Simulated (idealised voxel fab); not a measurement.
Process module, titled voxel self aligned contacts
The figure presents cross-section cut, which has a width of 205 nm and is divided into square cells with an edge length of 5 nm.
Each cross-section below is a grid of square cells, stated as bands in top-down order, with one or more rows of cells making up each band. Per band: top height and bottom height in nm, followed by the left-to-right materials and their widths in nm; "edge to edge" marks a single material spanning edge to edge, "blank" marks empty space. Ref level 0: as-received wafer is one material below here. Bottom band extends down with no lower bound ("0 -> down"). With a width like "30 to 40", each row of cells in the band differs from the next by the same amount, the top row carrying the first number and the bottom row the second. Where the words "nothing was modified" appear for a step, the cross-section shows no cell changed by that step; every cell remained as before. "Listed closed voids": empty spaces of 8 cells or more with no open way to the top, each given as width x height at distance, distance from the left edge, all in nm. What comes after the settings on a step's line is commentary from the simulator itself on that step. What "overlay nm" on a step's line means: if the step has a mask, that mask lay this far to the right of its planned place, or, when the value is negative, to the left. How should the pairs below be read? Each gives the cross-section before one process step and the cross-section after it, the latter drawn only to the lowest band that changed; the step that lies between them, with its settings, appears under the pair. Does a pair pick up where the pair above left off? Only where its entry headed "Pre-step section" says so, since pairs can come from different runs of this module on the same starting wafer.

-- Pre-step section
	0 -> down  Si edge to edge
	Listed closed voids: none

-- Step Result
	5 -> 0  SiO2 edge to edge
	Below 0 it's all the same as before, nothing changed down there.
	Listed closed voids: none
It is this step that lies between the two cross-sections above: CONFORMAL_DEP, material SiO2, thk nm 5

Pre-step section: the state before this step is the cross-section shown after the step in the pair just above.

-- Step Result
	30 -> 5  polySi edge to edge
	Below 5 it's all the same as before, nothing changed down there.
	Listed closed voids: none
It is this step that lies between the two cross-sections above: DIRECTIONAL_DEP, material polySi, thk nm 25

Pre-step section: the state before this step is the cross-section shown after the step in the pair just above.

-- Step Result
	50 -> 30  SiN edge to edge
	Below 30 it's all the same as before, nothing changed down there.
	Listed closed voids: none
It is this step that lies between the two cross-sections above: DIRECTIONAL_DEP, material SiN, thk nm 20

Pre-step section: the state before this step is the cross-section shown after the step in the pair just above.

-- Step Result
	65 -> 50  blank 40 / resist 25 / blank 25 / resist 25 / blank 25 / resist 25 / blank 40
	Below 50 it's all the same as before, nothing changed down there.
	Listed closed voids: none
It is this step that lies between the two cross-sections above: PATTERN, tone cover, mask id GATE, material resist, width nm 25, pitch nm 50, thk nm 15, overlay nm 0

Pre-step section: the state before this step is the cross-section shown after the step in the pair just above.

-- Step Result
	65 -> 50  blank 40 / resist 25 / blank 25 / resist 25 / blank 25 / resist 25 / blank 40
	50 -> 30  blank 40 / SiN 25 / blank 25 / SiN 25 / blank 25 / SiN 25 / blank 40
	Below 30 it's all the same as before, nothing changed down there.
	Listed closed voids: none
It is this step that lies between the two cross-sections above: DIRECTIONAL_ETCH, etch materials SiN, depth nm 20

Pre-step section: the state before this step is the cross-section shown after the step in the pair just above.

-- Step Result
	65 -> 50  blank 40 / resist 25 / blank 25 / resist 25 / blank 25 / resist 25 / blank 40
	50 -> 30  blank 40 / SiN 25 / blank 25 / SiN 25 / blank 25 / SiN 25 / blank 40
	30 -> 5  blank 40 / polySi 25 / blank 25 / polySi 25 / blank 25 / polySi 25 / blank 40
	Below 5 it's all the same as before, nothing changed down there.
	Listed closed voids: none
It is this step that lies between the two cross-sections above: DIRECTIONAL_ETCH, etch materials polySi, depth nm 25

Pre-step section: the state before this step is the cross-section shown after the step in the pair just above.

-- Step Result
	50 -> 30  blank 40 / SiN 25 / blank 25 / SiN 25 / blank 25 / SiN 25 / blank 40
	Below 30 it's all the same as before, nothing changed down there.
	Listed closed voids: none
It is this step that lies between the two cross-sections above: STRIP, etch materials resist

Pre-step section: the state before this step is the cross-section shown after the step in the pair just above.

-- Step Result
	55 -> 30  blank 35 / SiN 35 / blank 15 / SiN 35 / blank 15 / SiN 35 / blank 35
	30 -> 10  blank 35 / SiN 5 / polySi 25 / SiN 5 / blank 15 / SiN 5 / polySi 25 / SiN 5 / blank 15 / SiN 5 / polySi 25 / SiN 5 / blank 35
	10 -> 5  SiN 40 / polySi 25 / SiN 25 / polySi 25 / SiN 25 / polySi 25 / SiN 40
	Below 5 it's all the same as before, nothing changed down there.
	Listed closed voids: none
It is this step that lies between the two cross-sections above: CONFORMAL_DEP, material SiN, thk nm 5

Pre-step section: the state before this step is the cross-section shown after the step in the pair just above.

-- Step Result
	50 -> 30  blank 35 / SiN 35 / blank 15 / SiN 35 / blank 15 / SiN 35 / blank 35
	30 -> 5  blank 35 / SiN 5 / polySi 25 / SiN 5 / blank 15 / SiN 5 / polySi 25 / SiN 5 / blank 15 / SiN 5 / polySi 25 / SiN 5 / blank 35
	Below 5 it's all the same as before, nothing changed down there.
	Listed closed voids: none
It is this step that lies between the two cross-sections above: DIRECTIONAL_ETCH, etch materials SiN, depth nm 5

Pre-step section: the state before this step is the cross-section shown after the step in the pair just above.

-- Step Result
	70 -> 50  SiO2 edge to edge
	50 -> 30  SiO2 35 / SiN 35 / SiO2 15 / SiN 35 / SiO2 15 / SiN 35 / SiO2 35
	30 -> 5  SiO2 35 / SiN 5 / polySi 25 / SiN 5 / SiO2 15 / SiN 5 / polySi 25 / SiN 5 / SiO2 15 / SiN 5 / polySi 25 / SiN 5 / SiO2 35
	Below 5 it's all the same as before, nothing changed down there.
	Listed closed voids: none
It is this step that lies between the two cross-sections above: FILL_DEP, material SiO2, thk nm 20

Pre-step section: the state before this step is the cross-section shown after the step in the pair just above.

-- Step Result
	60 -> 50  SiO2 edge to edge
	Below 50 it's all the same as before, nothing changed down there.
	Listed closed voids: none
It is this step that lies between the two cross-sections above: CMP, height nm 60

Pre-step section: the state before this step is the cross-section shown after the step in the pair just above.

-- Step Result
	75 -> 60  aC edge to edge
	Below 60 it's all the same as before, nothing changed down there.
	Listed closed voids: none
It is this step that lies between the two cross-sections above: DIRECTIONAL_DEP, material aC, thk nm 15

Pre-step section: the state before this step is the cross-section shown after the step in the pair just above.

-- Step Result
	105 -> 75  resist 60 / blank 35 / resist 15 / blank 35 / resist 60
	Below 75 it's all the same as before, nothing changed down there.
	Listed closed voids: none
It is this step that lies between the two cross-sections above: PATTERN, tone open, mask id CONTACT, material resist, width nm 35, pitch nm 50, thk nm 30, overlay nm 0

Pre-step section: the state before this step is the cross-section shown after the step in the pair just above.

-- Step Result
	90 -> 75  resist 60 / blank 35 / resist 15 / blank 35 / resist 60
	75 -> 60  aC 60 / blank 35 / aC 15 / blank 35 / aC 60
	Below 60 it's all the same as before, nothing changed down there.
	Listed closed voids: none
It is this step that lies between the two cross-sections above: DIRECTIONAL_ETCH, etch materials aC, depth nm 15

Pre-step section: the state before this step is the cross-section shown after the step in the pair just above.

-- Step Result
	75 -> 60  aC 60 / blank 35 / aC 15 / blank 35 / aC 60
	Below 60 it's all the same as before, nothing changed down there.
	Listed closed voids: none
It is this step that lies between the two cross-sections above: STRIP, etch materials resist

Pre-step section: the state before this step is the cross-section shown after the step in the pair just above.

-- Step Result
	75 -> 60  aC 60 / blank 35 / aC 15 / blank 35 / aC 60
	60 -> 50  SiO2 60 / blank 35 / SiO2 15 / blank 35 / SiO2 60
	50 -> 30  SiO2 35 / SiN 35 / blank 15 / SiN 35 / blank 15 / SiN 35 / SiO2 35
	30 -> 5  SiO2 35 / SiN 5 / polySi 25 / SiN 5 / blank 15 / SiN 5 / polySi 25 / SiN 5 / blank 15 / SiN 5 / polySi 25 / SiN 5 / SiO2 35
	5 -> 0  SiO2 70 / blank 15 / SiO2 35 / blank 15 / SiO2 70
	Below 0 it's all the same as before, nothing changed down there.
	Listed closed voids: none
It is this step that lies between the two cross-sections above: DIRECTIONAL_ETCH, etch materials SiO2, depth nm 60

Pre-step section: the state before this step is the cross-section shown after the step in the pair just above.

-- Step Result
	60 -> 50  SiO2 60 / blank 35 / SiO2 15 / blank 35 / SiO2 60
	Below 50 it's all the same as before, nothing changed down there.
	Listed closed voids: none
It is this step that lies between the two cross-sections above: STRIP, etch materials aC

Pre-step section: the state before this step is the cross-section shown after the step in the pair just above.

-- Step Result
	65 -> 60  TiN 65 / blank 25 / TiN 25 / blank 25 / TiN 65
	60 -> 50  SiO2 60 / TiN 5 to 15 / blank 25 to 5 / TiN 5 to 15 / SiO2 15 / TiN 5 to 15 / blank 25 to 5 / TiN 5 to 15 / SiO2 60
	50 -> 30  SiO2 35 / SiN 35 / TiN 5 / blank 5 / TiN 5 / SiN 35 / TiN 5 / blank 5 / TiN 5 / SiN 35 / SiO2 35
	30 -> 5  SiO2 35 / SiN 5 / polySi 25 / SiN 5 / TiN 5 / blank 5 / TiN 5 / SiN 5 / polySi 25 / SiN 5 / TiN 5 / blank 5 / TiN 5 / SiN 5 / polySi 25 / SiN 5 / SiO2 35
	5 -> 0  SiO2 70 / TiN 15 / SiO2 35 / TiN 15 / SiO2 70
	Below 0 it's all the same as before, nothing changed down there.
	Listed closed voids: none
It is this step that lies between the two cross-sections above: CONFORMAL_DEP, material TiN, thk nm 5

Pre-step section: the state before this step is the cross-section shown after the step in the pair just above.

-- Step Result
	70 -> 65  W edge to edge
	65 -> 60  TiN 65 / W 25 / TiN 25 / W 25 / TiN 65
	60 -> 50  SiO2 60 / TiN 5 to 15 / W 25 to 5 / TiN 5 to 15 / SiO2 15 / TiN 5 to 15 / W 25 to 5 / TiN 5 to 15 / SiO2 60
	50 -> 30  SiO2 35 / SiN 35 / TiN 5 / W 5 / TiN 5 / SiN 35 / TiN 5 / W 5 / TiN 5 / SiN 35 / SiO2 35
	30 -> 5  SiO2 35 / SiN 5 / polySi 25 / SiN 5 / TiN 5 / W 5 / TiN 5 / SiN 5 / polySi 25 / SiN 5 / TiN 5 / W 5 / TiN 5 / SiN 5 / polySi 25 / SiN 5 / SiO2 35
	Below 5 it's all the same as before, nothing changed down there.
	Listed closed voids: none
It is this step that lies between the two cross-sections above: FILL_DEP, material W, thk nm 5

Pre-step section: the state before this step is the cross-section shown after the step in the pair just above.

-- Step Result
	60 -> 50  SiO2 60 / TiN 5 to 15 / W 25 to 5 / TiN 5 to 15 / SiO2 15 / TiN 5 to 15 / W 25 to 5 / TiN 5 to 15 / SiO2 60
	Below 50 it's all the same as before, nothing changed down there.
	Listed closed voids: none
It is this step that lies between the two cross-sections above: CMP, height nm 60

Pre-step section: the state before this step is the cross-section shown after the step in the pair just above.

-- Step Result
	65 -> 60  SiN edge to edge
	Below 60 it's all the same as before, nothing changed down there.
	Listed closed voids: none
It is this step that lies between the two cross-sections above: CONFORMAL_DEP, material SiN, thk nm 5

-- Pre-step section
	0 -> down  Si edge to edge
	Listed closed voids: none

-- Step Result
	25 -> 0  polySi edge to edge
	Below 0 it's all the same as before, nothing changed down there.
	Listed closed voids: none
It is this step that lies between the two cross-sections above: DIRECTIONAL_DEP, material polySi, thk nm 25

Pre-step section: the state before this step is the cross-section shown after the step in the pair just above.

-- Step Result
	45 -> 25  SiN edge to edge
	Below 25 it's all the same as before, nothing changed down there.
	Listed closed voids: none
It is this step that lies between the two cross-sections above: DIRECTIONAL_DEP, material SiN, thk nm 20

Pre-step section: the state before this step is the cross-section shown after the step in the pair just above.

-- Step Result
	60 -> 45  blank 40 / resist 25 / blank 25 / resist 25 / blank 25 / resist 25 / blank 40
	Below 45 it's all the same as before, nothing changed down there.
	Listed closed voids: none
It is this step that lies between the two cross-sections above: PATTERN, tone cover, mask id GATE, material resist, width nm 25, pitch nm 50, thk nm 15, overlay nm 0

Pre-step section: the state before this step is the cross-section shown after the step in the pair just above.

-- Step Result
	60 -> 45  blank 40 / resist 25 / blank 25 / resist 25 / blank 25 / resist 25 / blank 40
	45 -> 25  blank 40 / SiN 25 / blank 25 / SiN 25 / blank 25 / SiN 25 / blank 40
	Below 25 it's all the same as before, nothing changed down there.
	Listed closed voids: none
It is this step that lies between the two cross-sections above: DIRECTIONAL_ETCH, etch materials SiN, depth nm 20

Pre-step section: the state before this step is the cross-section shown after the step in the pair just above.

-- Step Result
	60 -> 45  blank 40 / resist 25 / blank 25 / resist 25 / blank 25 / resist 25 / blank 40
	45 -> 25  blank 40 / SiN 25 / blank 25 / SiN 25 / blank 25 / SiN 25 / blank 40
	25 -> 0  blank 40 / polySi 25 / blank 25 / polySi 25 / blank 25 / polySi 25 / blank 40
	Below 0 it's all the same as before, nothing changed down there.
	Listed closed voids: none
It is this step that lies between the two cross-sections above: DIRECTIONAL_ETCH, etch materials polySi, depth nm 25

Pre-step section: the state before this step is the cross-section shown after the step in the pair just above.

-- Step Result
	45 -> 25  blank 40 / SiN 25 / blank 25 / SiN 25 / blank 25 / SiN 25 / blank 40
	Below 25 it's all the same as before, nothing changed down there.
	Listed closed voids: none
It is this step that lies between the two cross-sections above: STRIP, etch materials resist

Pre-step section: the state before this step is the cross-section shown after the step in the pair just above.

-- Step Result
	50 -> 25  blank 35 / SiN 35 / blank 15 / SiN 35 / blank 15 / SiN 35 / blank 35
	25 -> 5  blank 35 / SiN 5 / polySi 25 / SiN 5 / blank 15 / SiN 5 / polySi 25 / SiN 5 / blank 15 / SiN 5 / polySi 25 / SiN 5 / blank 35
	5 -> 0  SiN 40 / polySi 25 / SiN 25 / polySi 25 / SiN 25 / polySi 25 / SiN 40
	Below 0 it's all the same as before, nothing changed down there.
	Listed closed voids: none
It is this step that lies between the two cross-sections above: CONFORMAL_DEP, material SiN, thk nm 5

Pre-step section: the state before this step is the cross-section shown after the step in the pair just above.

-- Step Result
	45 -> 25  blank 35 / SiN 35 / blank 15 / SiN 35 / blank 15 / SiN 35 / blank 35
	25 -> 0  blank 35 / SiN 5 / polySi 25 / SiN 5 / blank 15 / SiN 5 / polySi 25 / SiN 5 / blank 15 / SiN 5 / polySi 25 / SiN 5 / blank 35
	Below 0 it's all the same as before, nothing changed down there.
	Listed closed voids: none
It is this step that lies between the two cross-sections above: DIRECTIONAL_ETCH, etch materials SiN, depth nm 5

Pre-step section: the state before this step is the cross-section shown after the step in the pair just above.

-- Step Result
	65 -> 45  SiO2 edge to edge
	45 -> 25  SiO2 35 / SiN 35 / SiO2 15 / SiN 35 / SiO2 15 / SiN 35 / SiO2 35
	25 -> 0  SiO2 35 / SiN 5 / polySi 25 / SiN 5 / SiO2 15 / SiN 5 / polySi 25 / SiN 5 / SiO2 15 / SiN 5 / polySi 25 / SiN 5 / SiO2 35
	Below 0 it's all the same as before, nothing changed down there.
	Listed closed voids: none
It is this step that lies between the two cross-sections above: FILL_DEP, material SiO2, thk nm 20

Pre-step section: the state before this step is the cross-section shown after the step in the pair just above.

-- Step Result
	60 -> 45  SiO2 edge to edge
	Below 45 it's all the same as before, nothing changed down there.
	Listed closed voids: none
It is this step that lies between the two cross-sections above: CMP, height nm 60

Pre-step section: the state before this step is the cross-section shown after the step in the pair just above.

-- Step Result
	75 -> 60  aC edge to edge
	Below 60 it's all the same as before, nothing changed down there.
	Listed closed voids: none
It is this step that lies between the two cross-sections above: DIRECTIONAL_DEP, material aC, thk nm 15

Pre-step section: the state before this step is the cross-section shown after the step in the pair just above.

-- Step Result
	105 -> 75  resist 60 / blank 35 / resist 15 / blank 35 / resist 60
	Below 75 it's all the same as before, nothing changed down there.
	Listed closed voids: none
It is this step that lies between the two cross-sections above: PATTERN, tone open, mask id CONTACT, material resist, width nm 35, pitch nm 50, thk nm 30, overlay nm 0

Pre-step section: the state before this step is the cross-section shown after the step in the pair just above.

-- Step Result
	90 -> 75  resist 60 / blank 35 / resist 15 / blank 35 / resist 60
	75 -> 60  aC 60 / blank 35 / aC 15 / blank 35 / aC 60
	Below 60 it's all the same as before, nothing changed down there.
	Listed closed voids: none
It is this step that lies between the two cross-sections above: DIRECTIONAL_ETCH, etch materials aC, depth nm 15

Pre-step section: the state before this step is the cross-section shown after the step in the pair just above.

-- Step Result
	75 -> 60  aC 60 / blank 35 / aC 15 / blank 35 / aC 60
	Below 60 it's all the same as before, nothing changed down there.
	Listed closed voids: none
It is this step that lies between the two cross-sections above: STRIP, etch materials resist

Pre-step section: the state before this step is the cross-section shown after the step in the pair just above.

-- Step Result
	75 -> 60  aC 60 / blank 35 / aC 15 / blank 35 / aC 60
	60 -> 45  SiO2 60 / blank 35 / SiO2 15 / blank 35 / SiO2 60
	45 -> 25  SiO2 35 / SiN 35 / blank 15 / SiN 35 / blank 15 / SiN 35 / SiO2 35
	25 -> 0  SiO2 35 / SiN 5 / polySi 25 / SiN 5 / blank 15 / SiN 5 / polySi 25 / SiN 5 / blank 15 / SiN 5 / polySi 25 / SiN 5 / SiO2 35
	Below 0 it's all the same as before, nothing changed down there.
	Listed closed voids: none
It is this step that lies between the two cross-sections above: DIRECTIONAL_ETCH, etch materials SiO2, depth nm 60

Pre-step section: the state before this step is the cross-section shown after the step in the pair just above.

-- Step Result
	60 -> 45  SiO2 60 / blank 35 / SiO2 15 / blank 35 / SiO2 60
	Below 45 it's all the same as before, nothing changed down there.
	Listed closed voids: none
It is this step that lies between the two cross-sections above: STRIP, etch materials aC

Pre-step section: the state before this step is the cross-section shown after the step in the pair just above.

-- Step Result
	65 -> 60  TiN 65 / blank 25 / TiN 25 / blank 25 / TiN 65
	60 -> 50  SiO2 60 / TiN 5 / blank 25 / TiN 5 / SiO2 15 / TiN 5 / blank 25 / TiN 5 / SiO2 60
	50 -> 45  SiO2 60 / TiN 15 / blank 5 / TiN 15 / SiO2 15 / TiN 15 / blank 5 / TiN 15 / SiO2 60
	45 -> 25  SiO2 35 / SiN 35 / TiN 5 / blank 5 / TiN 5 / SiN 35 / TiN 5 / blank 5 / TiN 5 / SiN 35 / SiO2 35
	25 -> 5  SiO2 35 / SiN 5 / polySi 25 / SiN 5 / TiN 5 / blank 5 / TiN 5 / SiN 5 / polySi 25 / SiN 5 / TiN 5 / blank 5 / TiN 5 / SiN 5 / polySi 25 / SiN 5 / SiO2 35
	5 -> 0  SiO2 35 / SiN 5 / polySi 25 / SiN 5 / TiN 15 / SiN 5 / polySi 25 / SiN 5 / TiN 15 / SiN 5 / polySi 25 / SiN 5 / SiO2 35
	Below 0 it's all the same as before, nothing changed down there.
	Listed closed voids: none
It is this step that lies between the two cross-sections above: CONFORMAL_DEP, material TiN, thk nm 5

Pre-step section: the state before this step is the cross-section shown after the step in the pair just above.

-- Step Result
	70 -> 65  W edge to edge
	65 -> 60  TiN 65 / W 25 / TiN 25 / W 25 / TiN 65
	60 -> 50  SiO2 60 / TiN 5 / W 25 / TiN 5 / SiO2 15 / TiN 5 / W 25 / TiN 5 / SiO2 60
	50 -> 45  SiO2 60 / TiN 15 / W 5 / TiN 15 / SiO2 15 / TiN 15 / W 5 / TiN 15 / SiO2 60
	45 -> 25  SiO2 35 / SiN 35 / TiN 5 / W 5 / TiN 5 / SiN 35 / TiN 5 / W 5 / TiN 5 / SiN 35 / SiO2 35
	25 -> 5  SiO2 35 / SiN 5 / polySi 25 / SiN 5 / TiN 5 / W 5 / TiN 5 / SiN 5 / polySi 25 / SiN 5 / TiN 5 / W 5 / TiN 5 / SiN 5 / polySi 25 / SiN 5 / SiO2 35
	Below 5 it's all the same as before, nothing changed down there.
	Listed closed voids: none
It is this step that lies between the two cross-sections above: FILL_DEP, material W, thk nm 5

Pre-step section: the state before this step is the cross-section shown after the step in the pair just above.

-- Step Result
	60 -> 50  SiO2 60 / TiN 5 / W 25 / TiN 5 / SiO2 15 / TiN 5 / W 25 / TiN 5 / SiO2 60
	Below 50 it's all the same as before, nothing changed down there.
	Listed closed voids: none
It is this step that lies between the two cross-sections above: CMP, height nm 60

Pre-step section: the state before this step is the cross-section shown after the step in the pair just above.

-- Step Result
	65 -> 60  SiN edge to edge
	Below 60 it's all the same as before, nothing changed down there.
	Listed closed voids: none
It is this step that lies between the two cross-sections above: CONFORMAL_DEP, material SiN, thk nm 5

-- Pre-step section
	30 -> 5  polySi edge to edge
	5 -> 0  SiO2 edge to edge
	0 -> down  Si edge to edge
	Listed closed voids: none

-- Step Result
	55 -> 5  polySi edge to edge
	Below 5 it's all the same as before, nothing changed down there.
	Listed closed voids: none
It is this step that lies between the two cross-sections above: DIRECTIONAL_DEP, material polySi, thk nm 25

Pre-step section: the state before this step is the cross-section shown after the step in the pair just above.

-- Step Result
	75 -> 55  SiN edge to edge
	Below 55 it's all the same as before, nothing changed down there.
	Listed closed voids: none
It is this step that lies between the two cross-sections above: DIRECTIONAL_DEP, material SiN, thk nm 20

Pre-step section: the state before this step is the cross-section shown after the step in the pair just above.

-- Step Result
	90 -> 75  blank 40 / resist 25 / blank 25 / resist 25 / blank 25 / resist 25 / blank 40
	Below 75 it's all the same as before, nothing changed down there.
	Listed closed voids: none
It is this step that lies between the two cross-sections above: PATTERN, tone cover, mask id GATE, material resist, width nm 25, pitch nm 50, thk nm 15, overlay nm 0

Pre-step section: the state before this step is the cross-section shown after the step in the pair just above.

-- Step Result
	90 -> 75  blank 40 / resist 25 / blank 25 / resist 25 / blank 25 / resist 25 / blank 40
	75 -> 55  blank 40 / SiN 25 / blank 25 / SiN 25 / blank 25 / SiN 25 / blank 40
	Below 55 it's all the same as before, nothing changed down there.
	Listed closed voids: none
It is this step that lies between the two cross-sections above: DIRECTIONAL_ETCH, etch materials SiN, depth nm 20

Pre-step section: the state before this step is the cross-section shown after the step in the pair just above.

-- Step Result
	90 -> 75  blank 40 / resist 25 / blank 25 / resist 25 / blank 25 / resist 25 / blank 40
	75 -> 55  blank 40 / SiN 25 / blank 25 / SiN 25 / blank 25 / SiN 25 / blank 40
	55 -> 30  blank 40 / polySi 25 / blank 25 / polySi 25 / blank 25 / polySi 25 / blank 40
	Below 30 it's all the same as before, nothing changed down there.
	Listed closed voids: none
It is this step that lies between the two cross-sections above: DIRECTIONAL_ETCH, etch materials polySi, depth nm 25

Pre-step section: the state before this step is the cross-section shown after the step in the pair just above.

-- Step Result
	75 -> 55  blank 40 / SiN 25 / blank 25 / SiN 25 / blank 25 / SiN 25 / blank 40
	Below 55 it's all the same as before, nothing changed down there.
	Listed closed voids: none
It is this step that lies between the two cross-sections above: STRIP, etch materials resist

Pre-step section: the state before this step is the cross-section shown after the step in the pair just above.

-- Step Result
	80 -> 55  blank 35 / SiN 35 / blank 15 / SiN 35 / blank 15 / SiN 35 / blank 35
	55 -> 35  blank 35 / SiN 5 / polySi 25 / SiN 5 / blank 15 / SiN 5 / polySi 25 / SiN 5 / blank 15 / SiN 5 / polySi 25 / SiN 5 / blank 35
	35 -> 30  SiN 40 / polySi 25 / SiN 25 / polySi 25 / SiN 25 / polySi 25 / SiN 40
	Below 30 it's all the same as before, nothing changed down there.
	Listed closed voids: none
It is this step that lies between the two cross-sections above: CONFORMAL_DEP, material SiN, thk nm 5

Pre-step section: the state before this step is the cross-section shown after the step in the pair just above.

-- Step Result
	75 -> 55  blank 35 / SiN 35 / blank 15 / SiN 35 / blank 15 / SiN 35 / blank 35
	55 -> 30  blank 35 / SiN 5 / polySi 25 / SiN 5 / blank 15 / SiN 5 / polySi 25 / SiN 5 / blank 15 / SiN 5 / polySi 25 / SiN 5 / blank 35
	Below 30 it's all the same as before, nothing changed down there.
	Listed closed voids: none
It is this step that lies between the two cross-sections above: DIRECTIONAL_ETCH, etch materials SiN, depth nm 5

Pre-step section: the state before this step is the cross-section shown after the step in the pair just above.

-- Step Result
	95 -> 75  SiO2 edge to edge
	75 -> 55  SiO2 35 / SiN 35 / SiO2 15 / SiN 35 / SiO2 15 / SiN 35 / SiO2 35
	55 -> 30  SiO2 35 / SiN 5 / polySi 25 / SiN 5 / SiO2 15 / SiN 5 / polySi 25 / SiN 5 / SiO2 15 / SiN 5 / polySi 25 / SiN 5 / SiO2 35
	Below 30 it's all the same as before, nothing changed down there.
	Listed closed voids: none
It is this step that lies between the two cross-sections above: FILL_DEP, material SiO2, thk nm 20

Pre-step section: the state before this step is the cross-section shown after the step in the pair just above.

-- Step Result
	60 -> 55  SiO2 35 / SiN 35 / SiO2 15 / SiN 35 / SiO2 15 / SiN 35 / SiO2 35
	Below 55 it's all the same as before, nothing changed down there.
	Listed closed voids: none
It is this step that lies between the two cross-sections above: CMP, height nm 60

Pre-step section: the state before this step is the cross-section shown after the step in the pair just above.

-- Step Result
	75 -> 60  aC edge to edge
	Below 60 it's all the same as before, nothing changed down there.
	Listed closed voids: none
It is this step that lies between the two cross-sections above: DIRECTIONAL_DEP, material aC, thk nm 15

Pre-step section: the state before this step is the cross-section shown after the step in the pair just above.

-- Step Result
	105 -> 75  resist 60 / blank 35 / resist 15 / blank 35 / resist 60
	Below 75 it's all the same as before, nothing changed down there.
	Listed closed voids: none
It is this step that lies between the two cross-sections above: PATTERN, tone open, mask id CONTACT, material resist, width nm 35, pitch nm 50, thk nm 30, overlay nm 0

Pre-step section: the state before this step is the cross-section shown after the step in the pair just above.

-- Step Result
	90 -> 75  resist 60 / blank 35 / resist 15 / blank 35 / resist 60
	75 -> 60  aC 60 / blank 35 / aC 15 / blank 35 / aC 60
	Below 60 it's all the same as before, nothing changed down there.
	Listed closed voids: none
It is this step that lies between the two cross-sections above: DIRECTIONAL_ETCH, etch materials aC, depth nm 15

Pre-step section: the state before this step is the cross-section shown after the step in the pair just above.

-- Step Result
	75 -> 60  aC 60 / blank 35 / aC 15 / blank 35 / aC 60
	Below 60 it's all the same as before, nothing changed down there.
	Listed closed voids: none
It is this step that lies between the two cross-sections above: STRIP, etch materials resist

Pre-step section: the state before this step is the cross-section shown after the step in the pair just above.

-- Step Result
	75 -> 60  aC 60 / blank 35 / aC 15 / blank 35 / aC 60
	60 -> 55  SiO2 35 / SiN 35 / blank 15 / SiN 35 / blank 15 / SiN 35 / SiO2 35
	55 -> 30  SiO2 35 / SiN 5 / polySi 25 / SiN 5 / blank 15 / SiN 5 / polySi 25 / SiN 5 / blank 15 / SiN 5 / polySi 25 / SiN 5 / SiO2 35
	Below 30 it's all the same as before, nothing changed down there.
	Listed closed voids: none
It is this step that lies between the two cross-sections above: DIRECTIONAL_ETCH, etch materials SiO2, depth nm 60

Pre-step section: the state before this step is the cross-section shown after the step in the pair just above.

-- Step Result
	60 -> 55  SiO2 35 / SiN 35 / blank 15 / SiN 35 / blank 15 / SiN 35 / SiO2 35
	Below 55 it's all the same as before, nothing changed down there.
	Listed closed voids: none
It is this step that lies between the two cross-sections above: STRIP, etch materials aC

Pre-step section: the state before this step is the cross-section shown after the step in the pair just above.

-- Step Result
	65 -> 60  TiN 75 / blank 5 / TiN 45 / blank 5 / TiN 75
	60 -> 55  SiO2 35 / SiN 35 / TiN 5 / blank 5 / TiN 5 / SiN 35 / TiN 5 / blank 5 / TiN 5 / SiN 35 / SiO2 35
	55 -> 35  SiO2 35 / SiN 5 / polySi 25 / SiN 5 / TiN 5 / blank 5 / TiN 5 / SiN 5 / polySi 25 / SiN 5 / TiN 5 / blank 5 / TiN 5 / SiN 5 / polySi 25 / SiN 5 / SiO2 35
	35 -> 30  SiO2 35 / SiN 5 / polySi 25 / SiN 5 / TiN 15 / SiN 5 / polySi 25 / SiN 5 / TiN 15 / SiN 5 / polySi 25 / SiN 5 / SiO2 35
	Below 30 it's all the same as before, nothing changed down there.
	Listed closed voids: none
It is this step that lies between the two cross-sections above: CONFORMAL_DEP, material TiN, thk nm 5

Pre-step section: the state before this step is the cross-section shown after the step in the pair just above.

-- Step Result
	70 -> 65  W edge to edge
	65 -> 60  TiN 75 / W 5 / TiN 45 / W 5 / TiN 75
	60 -> 55  SiO2 35 / SiN 35 / TiN 5 / W 5 / TiN 5 / SiN 35 / TiN 5 / W 5 / TiN 5 / SiN 35 / SiO2 35
	55 -> 35  SiO2 35 / SiN 5 / polySi 25 / SiN 5 / TiN 5 / W 5 / TiN 5 / SiN 5 / polySi 25 / SiN 5 / TiN 5 / W 5 / TiN 5 / SiN 5 / polySi 25 / SiN 5 / SiO2 35
	Below 35 it's all the same as before, nothing changed down there.
	Listed closed voids: none
It is this step that lies between the two cross-sections above: FILL_DEP, material W, thk nm 5

Pre-step section: the state before this step is the cross-section shown after the step in the pair just above.

-- Step Result
	60 -> 55  SiO2 35 / SiN 35 / TiN 5 / W 5 / TiN 5 / SiN 35 / TiN 5 / W 5 / TiN 5 / SiN 35 / SiO2 35
	Below 55 it's all the same as before, nothing changed down there.
	Listed closed voids: none
It is this step that lies between the two cross-sections above: CMP, height nm 60

Pre-step section: the state before this step is the cross-section shown after the step in the pair just above.

-- Step Result
	65 -> 60  SiN edge to edge
	Below 60 it's all the same as before, nothing changed down there.
	Listed closed voids: none
It is this step that lies between the two cross-sections above: CONFORMAL_DEP, material SiN, thk nm 5

-- Pre-step section
	5 -> 0  SiO2 edge to edge
	0 -> down  Si edge to edge
	Listed closed voids: none

-- Step Result
	25 -> 5  SiN edge to edge
	Below 5 it's all the same as before, nothing changed down there.
	Listed closed voids: none
It is this step that lies between the two cross-sections above: DIRECTIONAL_DEP, material SiN, thk nm 20

Pre-step section: the state before this step is the cross-section shown after the step in the pair just above.

-- Step Result
	50 -> 25  polySi edge to edge
	Below 25 it's all the same as before, nothing changed down there.
	Listed closed voids: none
It is this step that lies between the two cross-sections above: DIRECTIONAL_DEP, material polySi, thk nm 25

Pre-step section: the state before this step is the cross-section shown after the step in the pair just above.

-- Step Result
	65 -> 50  blank 40 / resist 25 / blank 25 / resist 25 / blank 25 / resist 25 / blank 40
	Below 50 it's all the same as before, nothing changed down there.
	Listed closed voids: none
It is this step that lies between the two cross-sections above: PATTERN, tone cover, mask id GATE, material resist, width nm 25, pitch nm 50, thk nm 15, overlay nm 0

Pre-step section: the state before this step is the cross-section shown after the step in the pair just above.

-- Step Result
	65 -> 50  blank 40 / resist 25 / blank 25 / resist 25 / blank 25 / resist 25 / blank 40
	50 -> 25  blank 40 / polySi 25 / blank 25 / polySi 25 / blank 25 / polySi 25 / blank 40
	Below 25 it's all the same as before, nothing changed down there.
	Listed closed voids: none
It is this step that lies between the two cross-sections above: DIRECTIONAL_ETCH, etch materials polySi, depth nm 25

Pre-step section: the state before this step is the cross-section shown after the step in the pair just above.

-- Step Result
	50 -> 25  blank 40 / polySi 25 / blank 25 / polySi 25 / blank 25 / polySi 25 / blank 40
	Below 25 it's all the same as before, nothing changed down there.
	Listed closed voids: none
It is this step that lies between the two cross-sections above: STRIP, etch materials resist
